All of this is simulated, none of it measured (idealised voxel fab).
process module | voxel lift off
cross-section cut | 155 nm wide | cells 5 nm
A cross-section is a grid of square cells, given in bands from the top down. A band is one or more rows of cells.
Each band's line starts with the height of the band's top and of its bottom, in nm. Then come its materials from left to right, each with its width in nm. One material with "throughout" fills the band from edge to edge. "air" is empty space.
Height 0 is the level under which the wafer as received is all one material. The lowest band goes on downwards, as in "0 down".
A width such as "30 to 40" changes by the same amount from each row of cells to the next, from the band's top row to its bottom row.
"no change" after a step means that no cell of the cross-section changed.
closed voids: empty space of 8 cells or more with no open way to the top, each as width x height at its distance from the left edge, in nm
after a step's settings: what the simulator itself notes on the step
overlay nm, on a step with a mask: how far to the right of its planned place the mask lay; to the left if negative
plan
1 op RECEIVE | material Si
2 op CONFORMAL_DEP | material SiN | thk nm 10
3 op PATTERN | tone open | mask id LINES | material resist | width nm 15 | pitch nm 35 | thk nm 25 | overlay nm 0
4 op DIRECTIONAL_DEP | material Ru | thk nm 15
5 op STRIP | etch materials resist
6 op CONFORMAL_DEP | material SiCN | thk nm 10
first wafer, as planned
as received, after step 1
  0 down: Si throughout
  closed voids: none
after step 2
  10 to 0: SiN throughout
  below 0: unchanged
after step 3
  35 to 10: resist 15 | air 15 | resist 20 | air 15 | resist 20 | air 15 | resist 20 | air 15 | resist 20
  below 10: unchanged
after step 4
  50 to 35: Ru 15 | air 15 | Ru 20 | air 15 | Ru 20 | air 15 | Ru 20 | air 15 | Ru 20
  35 to 25: resist 15 | air 15 | resist 20 | air 15 | resist 20 | air 15 | resist 20 | air 15 | resist 20
  25 to 10: resist 15 | Ru 15 | resist 20 | Ru 15 | resist 20 | Ru 15 | resist 20 | Ru 15 | resist 20
  below 10: unchanged
after step 5
  25 to 10: air 15 | Ru 15 | air 20 | Ru 15 | air 20 | Ru 15 | air 20 | Ru 15 | air 20
  below 10: unchanged
after step 6
  35 to 25: air 5 | SiCN 140 | air 10
  25 to 20: air 5 | SiCN 10 | Ru 15 | SiCN 20 | Ru 15 | SiCN 20 | Ru 15 | SiCN 20 | Ru 15 | SiCN 10 | air 10
  20 to 10: SiCN 15 | Ru 15 | SiCN 20 | Ru 15 | SiCN 20 | Ru 15 | SiCN 20 | Ru 15 | SiCN 20
  below 10: unchanged
second wafer: like start, like plan, one mistake. Through step 2 it matches the first wafer
when step 3 should have ended
  35 to 10: resist 20 | air 15 | resist 20 | air 15 | resist 20 | air 15 | resist 20 | air 15 | resist 15
  below 10: unchanged
when step 4 should have ended
  50 to 35: Ru 20 | air 15 | Ru 20 | air 15 | Ru 20 | air 15 | Ru 20 | air 15 | Ru 15
  35 to 25: resist 20 | air 15 | resist 20 | air 15 | resist 20 | air 15 | resist 20 | air 15 | resist 15
  25 to 10: resist 20 | Ru 15 | resist 20 | Ru 15 | resist 20 | Ru 15 | resist 20 | Ru 15 | resist 15
  below 10: unchanged
when step 5 should have ended
  25 to 10: air 20 | Ru 15 | air 20 | Ru 15 | air 20 | Ru 15 | air 20 | Ru 15 | air 15
  below 10: unchanged
when step 6 should have ended
  35 to 25: air 10 | SiCN 140 | air 5
  25 to 20: air 10 | SiCN 10 | Ru 15 | SiCN 20 | Ru 15 | SiCN 20 | Ru 15 | SiCN 20 | Ru 15 | SiCN 10 | air 5
  20 to 10: SiCN 20 | Ru 15 | SiCN 20 | Ru 15 | SiCN 20 | Ru 15 | SiCN 20 | Ru 15 | SiCN 15
  below 10: unchanged
what went wrong: step 3 ran as: op PATTERN | tone open | mask id LINES | material resist | width nm 15 | pitch nm 35 | thk nm 25 | overlay nm 5
at the end the second wafer has, in cells: as many of each material as the first, in other places
